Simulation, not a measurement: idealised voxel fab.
Herein follows the process module entitled voxel self aligned vias.
cross-section cut | 265 nm wide | cells 5 nm
When this document writes out a cross-section, it uses a grid of square cells and lists it as bands, beginning at the top and moving down, with a band standing for one or more rows of cells. It is stipulated that each band's entry specify, in nanometres, the height of the top of the band and then that of its bottom, followed by the materials of the band in left-to-right sequence, each together with its width in nanometres. A single material marked by the word "full width" is understood to fill the band from edge to edge; the word "empty" is understood to denote empty space. Measure heights from 0. That's the level where, below it, the as-received wafer is all one material. The lowest band is bottomless and extends downward; write it as in "0 and below". Width: "30->40" (first number = top row, second number = bottom row, same change from row to row of cells). Key: "same as before" - step with no changed cell in the cross-section. Any empty space of 8 cells or more lacking an open way to the top shows up in "Enclosed void inventory" as width x height at distance, distance from the left edge, in nm. The remark found on a step's line after its settings is issued by the simulator itself and pertains to that step. "overlay nm" on a masked step: distance the mask lay right of its planned place, negative for left.
# List of planned process steps
1 RECEIVE | material Si
2 CONFORMAL_DEP | material SiO2 | thk nm 15
3 CONFORMAL_DEP | material SiCN | thk nm 5
4 DIRECTIONAL_DEP | material lowk | thk nm 30
5 MASKED_ETCH | tone open | mask id LINES | width nm 25 | pitch nm 75 | etch materials lowk | depth nm 30 | overlay nm 0
6 CONFORMAL_DEP | material TiN | thk nm 5
7 FILL_DEP | material Ru | thk nm 10
8 CMP | height nm 50
9 SELECTIVE_ETCH | etch materials W Ru TiN | depth nm 5
10 FILL_DEP | material SiN | thk nm 10
11 CMP | height nm 50
12 DIRECTIONAL_DEP | material lowk | thk nm 20
13 PATTERN | tone open | mask id VIAS | material resist | width nm 45 | thk nm 20 | overlay nm 0
14 DIRECTIONAL_ETCH | etch materials lowk | depth nm 20
15 DIRECTIONAL_ETCH | etch materials SiN | depth nm 5
16 STRIP | etch materials resist
17 CONFORMAL_DEP | material TiN | thk nm 5
18 FILL_DEP | material W | thk nm 10
19 CMP | height nm 70
20 CONFORMAL_DEP | material SiN | thk nm 5
# Cross-section: wafer on arrival = after step 1
* 0 and below  Si full width
* Enclosed void inventory: none
# End-of-module cross-section. Starting structure and process plan as above; one mistake made in running it
* 75 down to 70  SiN full width
* 70 down to 55  70 nm lowk, then 5 nm TiN, then 35 nm W, then 5 nm TiN, then 150 nm lowk
* 55 down to 50  70 nm lowk, then 15 nm TiN, then 15 nm W, then 15 nm TiN, then 150 nm lowk
* 50 down to 45  80 nm lowk, then 25 nm TiN, then 50 nm lowk, then 25 nm SiN, then 85 nm lowk
* 45 down to 35  80 nm lowk, then 25 nm SiN, then 50 nm lowk, then 25 nm SiN, then 85 nm lowk
* 35 down to 25  80 nm lowk, then 5 nm TiN, then 15 nm Ru, then 5 nm TiN, then 50 nm lowk, then 5 nm TiN, then 15 nm Ru, then 5 nm TiN, then 85 nm lowk
* 25 down to 20  80 nm lowk, then 25 nm TiN, then 50 nm lowk, then 25 nm TiN, then 85 nm lowk
* 20 down to 15  SiCN full width
* 15 down to 0  SiO2 full width
* 0 and below  Si full width
* Enclosed void inventory: none
What was done differently from what was planned? step 9 was processed under conditions differing from the plan, specifically as SELECTIVE_ETCH | etch materials W Ru TiN | depth nm 15
